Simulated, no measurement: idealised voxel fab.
Proc. module: voxel capacitor over wiring
Square cells of 5 nm make up the cross-section cut, whose width is 270 nm.
Cross-section spec: square-cell grid; bands listed top down; each band is one or more rows. Per band: top height and bottom height in nm, followed by the left-to-right materials and their widths in nm; "throughout" marks a single material spanning edge to edge, "empty" marks empty space. Height 0 is the level under which the wafer as received is all one material. The lowest band goes on downwards, as in "0 nm and below". The two numbers in a width such as "30..40" mark its ends across the band: the first belongs to the top row of cells, the second to the bottom row, and from each row to the next the width moves by the same amount. The designation "no change occurred", where it is given for a processing step, indicates that no cell of the cross-section was altered in the course of that step. In the "Sealed void inventory" entry, you get each enclosed empty space of 8 cells or more, one with no open way to the top, written width x height at distance, distance from the left edge, in nm. Where a step's line continues beyond its settings, the continuation is a remark by the simulator itself on that step. The optional step-line setting "overlay nm" applies to steps with a mask and quantifies how far to the right of its planned location the mask lay, a negative value indicating leftward placement. Quick note on how to read the rest: it's all pairs. You get the cross-section before a process step and the one after, but the after one only goes down as far as the lowest band that changed. The step in between, with its settings, sits under the pair. Heads up, the pairs can come from different runs of this module on the same starting wafer, so don't assume a pair picks up from the one above unless its "Structure before processing" entry says it does.
Structure before processing
    100 nm to 80 nm | resist 95 nm  empty 15 nm  resist 160 nm
    80 nm to 65 nm | SiO2 95 nm  empty 15 nm  SiO2 160 nm
    65 nm to 60 nm | SiO2 90 nm  TiN 65 nm  SiO2 115 nm
    60 nm to 55 nm | SiO2 85 nm  HfO2 75 nm  SiO2 110 nm
    55 nm to 45 nm | SiO2 80 nm  TiN 85 nm  SiO2 105 nm
    45 nm to 35 nm | SiO2 85 nm  Ru 15 nm  SiO2 170 nm
    35 nm to 30 nm | SiCN 85 nm  Ru 15 nm  SiCN 170 nm
    30 nm to 15 nm | lowk 70 nm  SiCN 5 nm  W 25 nm  SiCN 5 nm  lowk 60 nm  SiCN 5 nm  W 25 nm  SiCN 5 nm  lowk 70 nm
    15 nm to 10 nm | SiCN 75 nm  TiN 25 nm  SiCN 70 nm  TiN 25 nm  SiCN 75 nm
    10 nm to 0 nm | SiO2 throughout
    0 nm and below | Si throughout
    Sealed void inventory: none
Step Outcome
    80 nm to 65 nm | SiO2 95 nm  empty 15 nm  SiO2 160 nm
    Below 65 it's all the same as before, nothing changed down there.
    Sealed void inventory: none
The structure shown above changes from one cross-section to the other through op STRIP | etch materials resist
Structure before processing: identical to the post-step cross-section of the immediately preceding pair.
Step Outcome
    85 nm to 80 nm | TiN 100 nm  empty 5 nm  TiN 165 nm
    80 nm to 70 nm | SiO2 95 nm  TiN 5 nm  empty 5 nm  TiN 5 nm  SiO2 160 nm
    70 nm to 60 nm | SiO2 95..90 nm  TiN 15..65 nm  SiO2 160..115 nm
    Below 60 it's all the same as before, nothing changed down there.
    Sealed void inventory: none
The structure shown above changes from one cross-section to the other through op CONFORMAL_DEP | material TiN | thk nm 5
Structure before processing: identical to the post-step cross-section of the immediately preceding pair.
Step Outcome
    95 nm to 85 nm | W throughout
    85 nm to 80 nm | TiN 100 nm  W 5 nm  TiN 165 nm
    80 nm to 70 nm | SiO2 95 nm  TiN 5 nm  W 5 nm  TiN 5 nm  SiO2 160 nm
    Below 70 it's all the same as before, nothing changed down there.
    Sealed void inventory: none
The structure shown above changes from one cross-section to the other through op FILL_DEP | material W | thk nm 10
Structure before processing: identical to the post-step cross-section of the immediately preceding pair.
Step Outcome
    80 nm to 70 nm | SiO2 95 nm  TiN 5 nm  W 5 nm  TiN 5 nm  SiO2 160 nm
    Below 70 it's all the same as before, nothing changed down there.
    Sealed void inventory: none
The structure shown above changes from one cross-section to the other through op CMP | height nm 80
Structure before processing: identical to the post-step cross-section of the immediately preceding pair.
Step Outcome
    85 nm to 80 nm | SiN throughout
    Below 80 it's all the same as before, nothing changed down there.
    Sealed void inventory: none
The structure shown above changes from one cross-section to the other through op CONFORMAL_DEP | material SiN | thk nm 5
Structure before processing
    75 nm to 65 nm | empty 85 nm  aC 75 nm  empty 110 nm
    65 nm to 60 nm | aC 85 nm  TiN 75 nm  aC 110 nm
    60 nm to 55 nm | aC 85 nm  HfO2 75 nm  aC 110 nm
    55 nm to 45 nm | TiN throughout
    45 nm to 35 nm | SiO2 85 nm  Ru 15 nm  SiO2 170 nm
    35 nm to 30 nm | SiCN 85 nm  Ru 15 nm  SiCN 170 nm
    30 nm to 15 nm | lowk 70 nm  SiCN 5 nm  W 25 nm  SiCN 5 nm  lowk 60 nm  SiCN 5 nm  W 25 nm  SiCN 5 nm  lowk 70 nm
    15 nm to 10 nm | SiCN 75 nm  TiN 25 nm  SiCN 70 nm  TiN 25 nm  SiCN 75 nm
    10 nm to 0 nm | SiO2 throughout
    0 nm and below | Si throughout
    Sealed void inventory: none
Step Outcome
    100 nm to 75 nm | empty 70 nm  resist 85 nm  empty 115 nm
    75 nm to 65 nm | empty 70 nm  resist 15 nm  aC 75 nm  empty 110 nm
    Below 65 it's all the same as before, nothing changed down there.
    Sealed void inventory: none
The structure shown above changes from one cross-section to the other through op PATTERN | tone cover | mask id LOWER_PLATE | material resist | width nm 85 | thk nm 25 | overlay nm -10
Structure before processing: identical to the post-step cross-section of the immediately preceding pair.
Step Outcome
    90 nm to 75 nm | empty 70 nm  resist 85 nm  empty 115 nm
    75 nm to 65 nm | empty 70 nm  resist 15 nm  aC 70 nm  empty 115 nm
    65 nm to 60 nm | empty 70 nm  aC 15 nm  TiN 75 nm  empty 110 nm
    60 nm to 55 nm | empty 70 nm  aC 15 nm  HfO2 75 nm  empty 110 nm
    Below 55 it's all the same as before, nothing changed down there.
    Sealed void inventory: none
The structure shown above changes from one cross-section to the other through op DIRECTIONAL_ETCH | etch materials aC | depth nm 10
Structure before processing: identical to the post-step cross-section of the immediately preceding pair.
Step Outcome
    75 nm to 65 nm | empty 85 nm  aC 70 nm  empty 115 nm
    Below 65 it's all the same as before, nothing changed down there.
    Sealed void inventory: none
The structure shown above changes from one cross-section to the other through op STRIP | etch materials resist
Structure before processing: identical to the post-step cross-section of the immediately preceding pair.
Step Outcome
    75 nm to 65 nm | empty 85 nm  aC 70 nm  empty 115 nm
    65 nm to 60 nm | empty 70 nm  aC 15 nm  TiN 70 nm  empty 115 nm
    60 nm to 55 nm | empty 70 nm  aC 15 nm  HfO2 75 nm  empty 110 nm
    55 nm to 45 nm | empty 70 nm  TiN 90 nm  empty 110 nm
    Below 45 it's all the same as before, nothing changed down there.
    Sealed void inventory: none
The structure shown above changes from one cross-section to the other through op DIRECTIONAL_ETCH | etch materials TiN | depth nm 10
Structure before processing: identical to the post-step cross-section of the immediately preceding pair.
Step Outcome
    65 nm to 60 nm | empty 85 nm  TiN 70 nm  empty 115 nm
    60 nm to 55 nm | empty 85 nm  HfO2 75 nm  empty 110 nm
    Below 55 it's all the same as before, nothing changed down there.
    Sealed void inventory: none
The structure shown above changes from one cross-section to the other through op STRIP | etch materials aC
Structure before processing: identical to the post-step cross-section of the immediately preceding pair.
Step Outcome
    85 nm to 65 nm | SiO2 throughout
    65 nm to 60 nm | SiO2 85 nm  TiN 70 nm  SiO2 115 nm
    60 nm to 55 nm | SiO2 85 nm  HfO2 75 nm  SiO2 110 nm
    55 nm to 45 nm | SiO2 70 nm  TiN 90 nm  SiO2 110 nm
    Below 45 it's all the same as before, nothing changed down there.
    Sealed void inventory: none
The structure shown above changes from one cross-section to the other through op FILL_DEP | material SiO2 | thk nm 20
Structure before processing: identical to the post-step cross-section of the immediately preceding pair.
Step Outcome
    80 nm to 65 nm | SiO2 throughout
    Below 65 it's all the same as before, nothing changed down there.
    Sealed void inventory: none
The structure shown above changes from one cross-section to the other through op CMP | height nm 80
Structure before processing: identical to the post-step cross-section of the immediately preceding pair.
Step Outcome
    100 nm to 80 nm | resist 95 nm  empty 15 nm  resist 160 nm
    Below 80 it's all the same as before, nothing changed down there.
    Sealed void inventory: none
The structure shown above changes from one cross-section to the other through op PATTERN | tone open | mask id PLUG_2 | material resist | width nm 15 | thk nm 20 | overlay nm 0
Structure before processing: identical to the post-step cross-section of the immediately preceding pair.
Step Outcome
    100 nm to 80 nm | resist 95 nm  empty 15 nm  resist 160 nm
    80 nm to 65 nm | SiO2 95 nm  empty 15 nm  SiO2 160 nm
    Below 65 it's all the same as before, nothing changed down there.
    Sealed void inventory: none
The structure shown above changes from one cross-section to the other through op DIRECTIONAL_ETCH | etch materials SiO2 | depth nm 15
Structure before processing: identical to the post-step cross-section of the immediately preceding pair.
Step Outcome
    80 nm to 65 nm | SiO2 95 nm  empty 15 nm  SiO2 160 nm
    Below 65 it's all the same as before, nothing changed down there.
    Sealed void inventory: none
The structure shown above changes from one cross-section to the other through op STRIP | etch materials resist
Structure before processing: identical to the post-step cross-section of the immediately preceding pair.
Step Outcome
    85 nm to 80 nm | TiN 100 nm  empty 5 nm  TiN 165 nm
    80 nm to 70 nm | SiO2 95 nm  TiN 5 nm  empty 5 nm  TiN 5 nm  SiO2 160 nm
    70 nm to 60 nm | SiO2 95..85 nm  TiN 15..70 nm  SiO2 160..115 nm
    Below 60 it's all the same as before, nothing changed down there.
    Sealed void inventory: none
The structure shown above changes from one cross-section to the other through op CONFORMAL_DEP | material TiN | thk nm 5
Structure before processing: identical to the post-step cross-section of the immediately preceding pair.
Step Outcome
    95 nm to 85 nm | W throughout
    85 nm to 80 nm | TiN 100 nm  W 5 nm  TiN 165 nm
    80 nm to 70 nm | SiO2 95 nm  TiN 5 nm  W 5 nm  TiN 5 nm  SiO2 160 nm
    Below 70 it's all the same as before, nothing changed down there.
    Sealed void inventory: none
The structure shown above changes from one cross-section to the other through op FILL_DEP | material W | thk nm 10
Structure before processing: identical to the post-step cross-section of the immediately preceding pair.
Step Outcome
    80 nm to 70 nm | SiO2 95 nm  TiN 5 nm  W 5 nm  TiN 5 nm  SiO2 160 nm
    Below 70 it's all the same as before, nothing changed down there.
    Sealed void inventory: none
The structure shown above changes from one cross-section to the other through op CMP | height nm 80
Structure before processing: identical to the post-step cross-section of the immediately preceding pair.
Step Outcome
    85 nm to 80 nm | SiN throughout
    Below 80 it's all the same as before, nothing changed down there.
    Sealed void inventory: none
The structure shown above changes from one cross-section to the other through op CONFORMAL_DEP | material SiN | thk nm 5
Structure before processing
    60 nm to 55 nm | HfO2 throughout
    55 nm to 45 nm | TiN throughout
    45 nm to 35 nm | SiO2 85 nm  Ru 15 nm  SiO2 170 nm
    35 nm to 30 nm | SiCN 85 nm  Ru 15 nm  SiCN 170 nm
    30 nm to 15 nm | lowk 70 nm  SiCN 5 nm  W 25 nm  SiCN 5 nm  lowk 60 nm  SiCN 5 nm  W 25 nm  SiCN 5 nm  lowk 70 nm
    15 nm to 10 nm | SiCN 75 nm  TiN 25 nm  SiCN 70 nm  TiN 25 nm  SiCN 75 nm
    10 nm to 0 nm | SiO2 throughout
    0 nm and below | Si throughout
    Sealed void inventory: none
Step Outcome
    65 nm to 55 nm | HfO2 throughout
    Below 55 it's all the same as before, nothing changed down there.
    Sealed void inventory: none
The structure shown above changes from one cross-section to the other through op DIRECTIONAL_DEP | material HfO2 | thk nm 5
Structure before processing: identical to the post-step cross-section of the immediately preceding pair.
Step Outcome
    65 nm to 60 nm | empty 85 nm  HfO2 75 nm  empty 110 nm
    Below 60 it's all the same as before, nothing changed down there.
    Sealed void inventory: none
The structure shown above changes from one cross-section to the other through op MASKED_ETCH | tone cover | mask id UPPER_PLATE | width nm 75 | etch materials HfO2 | depth nm 5 | overlay nm 0
Structure before processing: identical to the post-step cross-section of the immediately preceding pair.
Step Outcome
    75 nm to 70 nm | empty 85 nm  aC 75 nm  empty 110 nm
    70 nm to 65 nm | aC throughout
    65 nm to 60 nm | aC 85 nm  HfO2 75 nm  aC 110 nm
    Below 60 it's all the same as before, nothing changed down there.
    Sealed void inventory: none
The structure shown above changes from one cross-section to the other through op DIRECTIONAL_DEP | material aC | thk nm 10
Structure before processing: identical to the post-step cross-section of the immediately preceding pair.
Step Outcome
    100 nm to 75 nm | empty 80 nm  resist 85 nm  empty 105 nm
    75 nm to 70 nm | empty 80 nm  resist 5 nm  aC 75 nm  resist 5 nm  empty 105 nm
    Below 70 it's all the same as before, nothing changed down there.
    Sealed void inventory: none
The structure shown above changes from one cross-section to the other through op PATTERN | tone cover | mask id LOWER_PLATE | material resist | width nm 85 | thk nm 25 | overlay nm 0
Structure before processing: identical to the post-step cross-section of the immediately preceding pair.
Step Outcome
    90 nm to 75 nm | empty 80 nm  resist 85 nm  empty 105 nm
    75 nm to 70 nm | empty 80 nm  resist 5 nm  aC 75 nm  resist 5 nm  empty 105 nm
    70 nm to 65 nm | empty 80 nm  aC 85 nm  empty 105 nm
    65 nm to 60 nm | empty 80 nm  aC 5 nm  HfO2 75 nm  aC 5 nm  empty 105 nm
    Below 60 it's all the same as before, nothing changed down there.
    Sealed void inventory: none
The structure shown above changes from one cross-section to the other through op DIRECTIONAL_ETCH | etch materials aC | depth nm 10
Structure before processing: identical to the post-step cross-section of the immediately preceding pair.
Step Outcome
    75 nm to 65 nm | empty 85..80 nm  aC 75..85 nm  empty 110..105 nm
    Below 65 it's all the same as before, nothing changed down there.
    Sealed void inventory: none
The structure shown above changes from one cross-section to the other through op STRIP | etch materials resist
Structure before processing: identical to the post-step cross-section of the immediately preceding pair.
Step Outcome
    65 nm to 60 nm | empty 85 nm  HfO2 75 nm  empty 110 nm
    Below 60 it's all the same as before, nothing changed down there.
    Sealed void inventory: none
The structure shown above changes from one cross-section to the other through op STRIP | etch materials aC
Structure before processing: identical to the post-step cross-section of the immediately preceding pair.
Step Outcome
    85 nm to 65 nm | SiO2 throughout
    65 nm to 60 nm | SiO2 85 nm  HfO2 75 nm  SiO2 110 nm
    Below 60 it's all the same as before, nothing changed down there.
    Sealed void inventory: none
The structure shown above changes from one cross-section to the other through op FILL_DEP | material SiO2 | thk nm 20
Structure before processing: identical to the post-step cross-section of the immediately preceding pair.
Step Outcome
    80 nm to 65 nm | SiO2 throughout
    Below 65 it's all the same as before, nothing changed down there.
    Sealed void inventory: none
The structure shown above changes from one cross-section to the other through op CMP | height nm 80
Structure before processing: identical to the post-step cross-section of the immediately preceding pair.
Step Outcome
    100 nm to 80 nm | resist 95 nm  empty 15 nm  resist 160 nm
    Below 80 it's all the same as before, nothing changed down there.
    Sealed void inventory: none
The structure shown above changes from one cross-section to the other through op PATTERN | tone open | mask id PLUG_2 | material resist | width nm 15 | thk nm 20 | overlay nm 0
Structure before processing: identical to the post-step cross-section of the immediately preceding pair.
Step Outcome
    100 nm to 80 nm | resist 95 nm  empty 15 nm  resist 160 nm
    80 nm to 65 nm | SiO2 95 nm  empty 15 nm  SiO2 160 nm
    Below 65 it's all the same as before, nothing changed down there.
    Sealed void inventory: none
The structure shown above changes from one cross-section to the other through op DIRECTIONAL_ETCH | etch materials SiO2 | depth nm 15
Structure before processing: identical to the post-step cross-section of the immediately preceding pair.
Step Outcome
    80 nm to 65 nm | SiO2 95 nm  empty 15 nm  SiO2 160 nm
    Below 65 it's all the same as before, nothing changed down there.
    Sealed void inventory: none
The structure shown above changes from one cross-section to the other through op STRIP | etch materials resist
Structure before processing: identical to the post-step cross-section of the immediately preceding pair.
Step Outcome
    85 nm to 80 nm | TiN 100 nm  empty 5 nm  TiN 165 nm
    80 nm to 70 nm | SiO2 95 nm  TiN 5 nm  empty 5 nm  TiN 5 nm  SiO2 160 nm
    70 nm to 65 nm | SiO2 95 nm  TiN 15 nm  SiO2 160 nm
    Below 65 it's all the same as before, nothing changed down there.
    Sealed void inventory: none
The structure shown above changes from one cross-section to the other through op CONFORMAL_DEP | material TiN | thk nm 5
Structure before processing: identical to the post-step cross-section of the immediately preceding pair.
Step Outcome
    95 nm to 85 nm | W throughout
    85 nm to 80 nm | TiN 100 nm  W 5 nm  TiN 165 nm
    80 nm to 70 nm | SiO2 95 nm  TiN 5 nm  W 5 nm  TiN 5 nm  SiO2 160 nm
    Below 70 it's all the same as before, nothing changed down there.
    Sealed void inventory: none
The structure shown above changes from one cross-section to the other through op FILL_DEP | material W | thk nm 10
Structure before processing: identical to the post-step cross-section of the immediately preceding pair.
Step Outcome
    80 nm to 70 nm | SiO2 95 nm  TiN 5 nm  W 5 nm  TiN 5 nm  SiO2 160 nm
    Below 70 it's all the same as before, nothing changed down there.
    Sealed void inventory: none
The structure shown above changes from one cross-section to the other through op CMP | height nm 80
Structure before processing: identical to the post-step cross-section of the immediately preceding pair.
Step Outcome
    85 nm to 80 nm | SiN throughout
    Below 80 it's all the same as before, nothing changed down there.
    Sealed void inventory: none
The structure shown above changes from one cross-section to the other through op CONFORMAL_DEP | material SiN | thk nm 5
Structure before processing
    60 nm to 45 nm | aC throughout
    45 nm to 35 nm | SiO2 throughout
    35 nm to 30 nm | SiCN throughout
    30 nm to 15 nm | lowk 70 nm  SiCN 5 nm  W 25 nm  SiCN 5 nm  lowk 60 nm  SiCN 5 nm  W 25 nm  SiCN 5 nm  lowk 70 nm
    15 nm to 10 nm | SiCN 75 nm  TiN 25 nm  SiCN 70 nm  TiN 25 nm  SiCN 75 nm
    10 nm to 0 nm | SiO2 throughout
    0 nm and below | Si throughout
    Sealed void inventory: none
Step Outcome
    90 nm to 60 nm | empty 85 nm  resist 15 nm  empty 170 nm
    Below 60 it's all the same as before, nothing changed down there.
    Sealed void inventory: none
The structure shown above changes from one cross-section to the other through op PATTERN | tone cover | mask id PLUG_1 | material resist | width nm 15 | thk nm 30 | overlay nm 0
Structure before processing: identical to the post-step cross-section of the immediately preceding pair.
Step Outcome
    75 nm to 60 nm | empty 85 nm  resist 15 nm  empty 170 nm
    60 nm to 45 nm | empty 85 nm  aC 15 nm  empty 170 nm
    Below 45 it's all the same as before, nothing changed down there.
    Sealed void inventory: none
The structure shown above changes from one cross-section to the other through op DIRECTIONAL_ETCH | etch materials aC | depth nm 15
Structure before processing: identical to the post-step cross-section of the immediately preceding pair.
Step Outcome
    60 nm to 45 nm | empty 85 nm  aC 15 nm  empty 170 nm
    Below 45 it's all the same as before, nothing changed down there.
    Sealed void inventory: none
The structure shown above changes from one cross-section to the other through op STRIP | etch materials resist
Structure before processing: identical to the post-step cross-section of the immediately preceding pair.
Step Outcome
    60 nm to 45 nm | empty 85 nm  aC 15 nm  empty 170 nm
    45 nm to 35 nm | empty 85 nm  SiO2 15 nm  empty 170 nm
    Below 35 it's all the same as before, nothing changed down there.
    Sealed void inventory: none
The structure shown above changes from one cross-section to the other through op DIRECTIONAL_ETCH | etch materials SiO2 | depth nm 10
Structure before processing: identical to the post-step cross-section of the immediately preceding pair.
Step Outcome
    60 nm to 45 nm | empty 85 nm  aC 15 nm  empty 170 nm
    45 nm to 35 nm | empty 85 nm  SiO2 15 nm  empty 170 nm
    35 nm to 30 nm | empty 85 nm  SiCN 15 nm  empty 170 nm
    Below 30 it's all the same as before, nothing changed down there.
    Sealed void inventory: none
The structure shown above changes from one cross-section to the other through op DIRECTIONAL_ETCH | etch materials SiCN | depth nm 5
Structure before processing: identical to the post-step cross-section of the immediately preceding pair.
Step Outcome
    45 nm to 35 nm | empty 85 nm  SiO2 15 nm  empty 170 nm
    Below 35 it's all the same as before, nothing changed down there.
    Sealed void inventory: none
The structure shown above changes from one cross-section to the other through op STRIP | etch materials aC
Structure before processing: identical to the post-step cross-section of the immediately preceding pair.
Step Outcome
    45 nm to 40 nm | empty 85 nm  SiO2 15 nm  empty 170 nm
    40 nm to 35 nm | empty 65 nm  Ru 20 nm  SiO2 15 nm  empty 60 nm  Ru 45 nm  empty 65 nm
    35 nm to 30 nm | empty 65 nm  Ru 20 nm  SiCN 15 nm  empty 60 nm  Ru 45 nm  empty 65 nm
    Below 30 it's all the same as before, nothing changed down there.
    Sealed void inventory: none
The structure shown above changes from one cross-section to the other through op EPI | material Ru | thk nm 10
Structure before processing: identical to the post-step cross-section of the immediately preceding pair.
Step Outcome
    45 nm to 35 nm | empty 60 nm  Ru 25 nm  SiO2 15 nm  empty 55 nm  Ru 55 nm  empty 60 nm
    35 nm to 30 nm | empty 60 nm  Ru 25 nm  SiCN 15 nm  empty 55 nm  Ru 55 nm  empty 60 nm
    Below 30 it's all the same as before, nothing changed down there.
    Sealed void inventory: none
The structure shown above changes from one cross-section to the other through op EPI | material Ru | thk nm 5
Structure before processing: identical to the post-step cross-section of the immediately preceding pair.
Step Outcome
    55 nm to 45 nm | empty 60 nm  TiN 40 nm  empty 55 nm  TiN 55 nm  empty 60 nm
    45 nm to 40 nm | empty 60 nm  Ru 25 nm  SiO2 15 nm  empty 55 nm  Ru 55 nm  empty 60 nm
    40 nm to 35 nm | TiN 60 nm  Ru 25 nm  SiO2 15 nm  TiN 55 nm  Ru 55 nm  TiN 60 nm
    35 nm to 30 nm | TiN 60 nm  Ru 25 nm  SiCN 15 nm  TiN 55 nm  Ru 55 nm  TiN 60 nm
    Below 30 it's all the same as before, nothing changed down there.
    Sealed void inventory: none
The structure shown above changes from one cross-section to the other through op DIRECTIONAL_DEP | material TiN | thk nm 10
Structure before processing: identical to the post-step cross-section of the immediately preceding pair.
Step Outcome
    60 nm to 55 nm | empty 60 nm  HfO2 40 nm  empty 55 nm  HfO2 55 nm  empty 60 nm
    55 nm to 45 nm | empty 60 nm  TiN 40 nm  empty 55 nm  TiN 55 nm  empty 60 nm
    45 nm to 40 nm | HfO2 60 nm  Ru 25 nm  SiO2 15 nm  HfO2 55 nm  Ru 55 nm  HfO2 60 nm
    Below 40 it's all the same as before, nothing changed down there.
    Sealed void inventory: none
The structure shown above changes from one cross-section to the other through op DIRECTIONAL_DEP | material HfO2 | thk nm 5
Structure before processing: identical to the post-step cross-section of the immediately preceding pair.
Step Outcome
    65 nm to 60 nm | empty 60 nm  TiN 40 nm  empty 55 nm  TiN 55 nm  empty 60 nm
    60 nm to 55 nm | empty 60 nm  HfO2 40 nm  empty 55 nm  HfO2 55 nm  empty 60 nm
    55 nm to 50 nm | empty 60 nm  TiN 40 nm  empty 55 nm  TiN 55 nm  empty 60 nm
    50 nm to 45 nm | TiN throughout
    Below 45 it's all the same as before, nothing changed down there.
    Sealed void inventory: none
The structure shown above changes from one cross-section to the other through op DIRECTIONAL_DEP | material TiN | thk nm 5
Structure before processing: identical to the post-step cross-section of the immediately preceding pair.
Step Outcome
    65 nm to 60 nm | empty 85 nm  TiN 15 nm  empty 55 nm  TiN 5 nm  empty 110 nm
    60 nm to 55 nm | empty 60 nm  HfO2 40 nm  empty 55 nm  HfO2 55 nm  empty 60 nm
    55 nm to 50 nm | empty 60 nm  TiN 40 nm  empty 55 nm  TiN 55 nm  empty 60 nm
    50 nm to 45 nm | empty 60 nm  TiN 150 nm  empty 60 nm
    Below 45 it's all the same as before, nothing changed down there.
    Sealed void inventory: none
The structure shown above changes from one cross-section to the other through op MASKED_ETCH | tone cover | mask id UPPER_PLATE | width nm 75 | etch materials TiN | depth nm 5 | overlay nm 0
Structure before processing: identical to the post-step cross-section of the immediately preceding pair.
Step Outcome
    65 nm to 60 nm | empty 85 nm  TiN 15 nm  empty 55 nm  TiN 5 nm  empty 110 nm
    60 nm to 55 nm | empty 85 nm  HfO2 15 nm  empty 55 nm  HfO2 5 nm  empty 110 nm
    55 nm to 50 nm | empty 60 nm  TiN 40 nm  empty 55 nm  TiN 55 nm  empty 60 nm
    50 nm to 45 nm | empty 60 nm  TiN 150 nm  empty 60 nm
    45 nm to 40 nm | empty 60 nm  Ru 25 nm  SiO2 15 nm  HfO2 55 nm  Ru 55 nm  empty 60 nm
    Below 40 it's all the same as before, nothing changed down there.
    Sealed void inventory: none
The structure shown above changes from one cross-section to the other through op MASKED_ETCH | tone cover | mask id UPPER_PLATE | width nm 75 | etch materials HfO2 | depth nm 5 | overlay nm 0
Structure before processing: identical to the post-step cross-section of the immediately preceding pair.
Step Outcome
    75 nm to 65 nm | empty 85 nm  aC 15 nm  empty 55 nm  aC 5 nm  empty 110 nm
    65 nm to 60 nm | empty 60 nm  aC 25 nm  TiN 15 nm  empty 55 nm  TiN 5 nm  aC 50 nm  empty 60 nm
    60 nm to 55 nm | empty 60 nm  aC 25 nm  HfO2 15 nm  aC 55 nm  HfO2 5 nm  aC 50 nm  empty 60 nm
    55 nm to 50 nm | empty 60 nm  TiN 40 nm  aC 55 nm  TiN 55 nm  empty 60 nm
    50 nm to 45 nm | aC 60 nm  TiN 150 nm  aC 60 nm
    45 nm to 40 nm | aC 60 nm  Ru 25 nm  SiO2 15 nm  HfO2 55 nm  Ru 55 nm  aC 60 nm
    Below 40 it's all the same as before, nothing changed down there.
    Sealed void inventory: none
The structure shown above changes from one cross-section to the other through op DIRECTIONAL_DEP | material aC | thk nm 10
Structure before processing: identical to the post-step cross-section of the immediately preceding pair.
Step Outcome
    100 nm to 75 nm | empty 80 nm  resist 85 nm  empty 105 nm
    75 nm to 65 nm | empty 80 nm  resist 5 nm  aC 15 nm  resist 55 nm  aC 5 nm  resist 5 nm  empty 105 nm
    65 nm to 60 nm | empty 60 nm  aC 25 nm  TiN 15 nm  resist 55 nm  TiN 5 nm  aC 50 nm  empty 60 nm
    Below 60 it's all the same as before, nothing changed down there.
    Sealed void inventory: none
The structure shown above changes from one cross-section to the other through op PATTERN | tone cover | mask id LOWER_PLATE | material resist | width nm 85 | thk nm 25 | overlay nm 0
Structure before processing: identical to the post-step cross-section of the immediately preceding pair.
Step Outcome
    90 nm to 75 nm | empty 80 nm  resist 85 nm  empty 105 nm
    75 nm to 65 nm | empty 80 nm  resist 5 nm  aC 15 nm  resist 55 nm  aC 5 nm  resist 5 nm  empty 105 nm
    65 nm to 60 nm | empty 80 nm  aC 5 nm  TiN 15 nm  resist 55 nm  TiN 5 nm  aC 5 nm  empty 105 nm
    60 nm to 55 nm | empty 80 nm  aC 5 nm  HfO2 15 nm  aC 55 nm  HfO2 5 nm  aC 5 nm  empty 105 nm
    55 nm to 50 nm | empty 60 nm  TiN 40 nm  aC 55 nm  TiN 55 nm  empty 60 nm
    50 nm to 45 nm | empty 60 nm  TiN 150 nm  empty 60 nm
    45 nm to 40 nm | empty 60 nm  Ru 25 nm  SiO2 15 nm  HfO2 55 nm  Ru 55 nm  empty 60 nm
    Below 40 it's all the same as before, nothing changed down there.
    Sealed void inventory: none
The structure shown above changes from one cross-section to the other through op DIRECTIONAL_ETCH | etch materials aC | depth nm 10
Structure before processing: identical to the post-step cross-section of the immediately preceding pair.
Step Outcome
    75 nm to 65 nm | empty 85 nm  aC 15 nm  empty 55 nm  aC 5 nm  empty 110 nm
    65 nm to 60 nm | empty 80 nm  aC 5 nm  TiN 15 nm  empty 55 nm  TiN 5 nm  aC 5 nm  empty 105 nm
    Below 60 it's all the same as before, nothing changed down there.
    Sealed void inventory: none
The structure shown above changes from one cross-section to the other through op STRIP | etch materials resist
Structure before processing: identical to the post-step cross-section of the immediately preceding pair.
Step Outcome
    75 nm to 65 nm | empty 85 nm  aC 15 nm  empty 55 nm  aC 5 nm  empty 110 nm
    65 nm to 60 nm | empty 80 nm  aC 5 nm  TiN 15 nm  empty 55 nm  TiN 5 nm  aC 5 nm  empty 105 nm
    60 nm to 55 nm | empty 80 nm  aC 5 nm  HfO2 15 nm  aC 55 nm  HfO2 5 nm  aC 5 nm  empty 105 nm
    55 nm to 50 nm | empty 80 nm  TiN 20 nm  aC 55 nm  TiN 10 nm  empty 105 nm
    50 nm to 45 nm | empty 80 nm  TiN 85 nm  empty 105 nm
    45 nm to 40 nm | empty 60 nm  Ru 25 nm  SiO2 15 nm  HfO2 55 nm  Ru 55 nm  empty 60 nm
    40 nm to 35 nm | empty 60 nm  Ru 25 nm  SiO2 15 nm  TiN 55 nm  Ru 55 nm  empty 60 nm
    35 nm to 30 nm | empty 60 nm  Ru 25 nm  SiCN 15 nm  TiN 55 nm  Ru 55 nm  empty 60 nm
    Below 30 it's all the same as before, nothing changed down there.
    Sealed void inventory: none
The structure shown above changes from one cross-section to the other through op DIRECTIONAL_ETCH | etch materials TiN | depth nm 10
Structure before processing: identical to the post-step cross-section of the immediately preceding pair.
Step Outcome
    65 nm to 60 nm | empty 85 nm  TiN 15 nm  empty 55 nm  TiN 5 nm  empty 110 nm
    60 nm to 55 nm | empty 85 nm  HfO2 15 nm  empty 55 nm  HfO2 5 nm  empty 110 nm
    55 nm to 50 nm | empty 80 nm  TiN 20 nm  empty 55 nm  TiN 10 nm  empty 105 nm
    Below 50 it's all the same as before, nothing changed down there.
    Sealed void inventory: none
The structure shown above changes from one cross-section to the other through op STRIP | etch materials aC
Structure before processing: identical to the post-step cross-section of the immediately preceding pair.
Step Outcome
    85 nm to 65 nm | SiO2 throughout
    65 nm to 60 nm | SiO2 85 nm  TiN 15 nm  SiO2 55 nm  TiN 5 nm  SiO2 110 nm
    60 nm to 55 nm | SiO2 85 nm  HfO2 15 nm  SiO2 55 nm  HfO2 5 nm  SiO2 110 nm
    55 nm to 50 nm | SiO2 80 nm  TiN 20 nm  SiO2 55 nm  TiN 10 nm  SiO2 105 nm
    50 nm to 45 nm | SiO2 80 nm  TiN 85 nm  SiO2 105 nm
    45 nm to 40 nm | SiO2 60 nm  Ru 25 nm  SiO2 15 nm  HfO2 55 nm  Ru 55 nm  SiO2 60 nm
    40 nm to 35 nm | SiO2 60 nm  Ru 25 nm  SiO2 15 nm  TiN 55 nm  Ru 55 nm  SiO2 60 nm
    35 nm to 30 nm | SiO2 60 nm  Ru 25 nm  SiCN 15 nm  TiN 55 nm  Ru 55 nm  SiO2 60 nm
    Below 30 it's all the same as before, nothing changed down there.
    Sealed void inventory: none
The structure shown above changes from one cross-section to the other through op FILL_DEP | material SiO2 | thk nm 20
Structure before processing: identical to the post-step cross-section of the immediately preceding pair.
Step Outcome
    80 nm to 65 nm | SiO2 throughout
    Below 65 it's all the same as before, nothing changed down there.
    Sealed void inventory: none
The structure shown above changes from one cross-section to the other through op CMP | height nm 80
Structure before processing: identical to the post-step cross-section of the immediately preceding pair.
Step Outcome
    100 nm to 80 nm | resist 95 nm  empty 15 nm  resist 160 nm
    Below 80 it's all the same as before, nothing changed down there.
    Sealed void inventory: none
The structure shown above changes from one cross-section to the other through op PATTERN | tone open | mask id PLUG_2 | material resist | width nm 15 | thk nm 20 | overlay nm 0
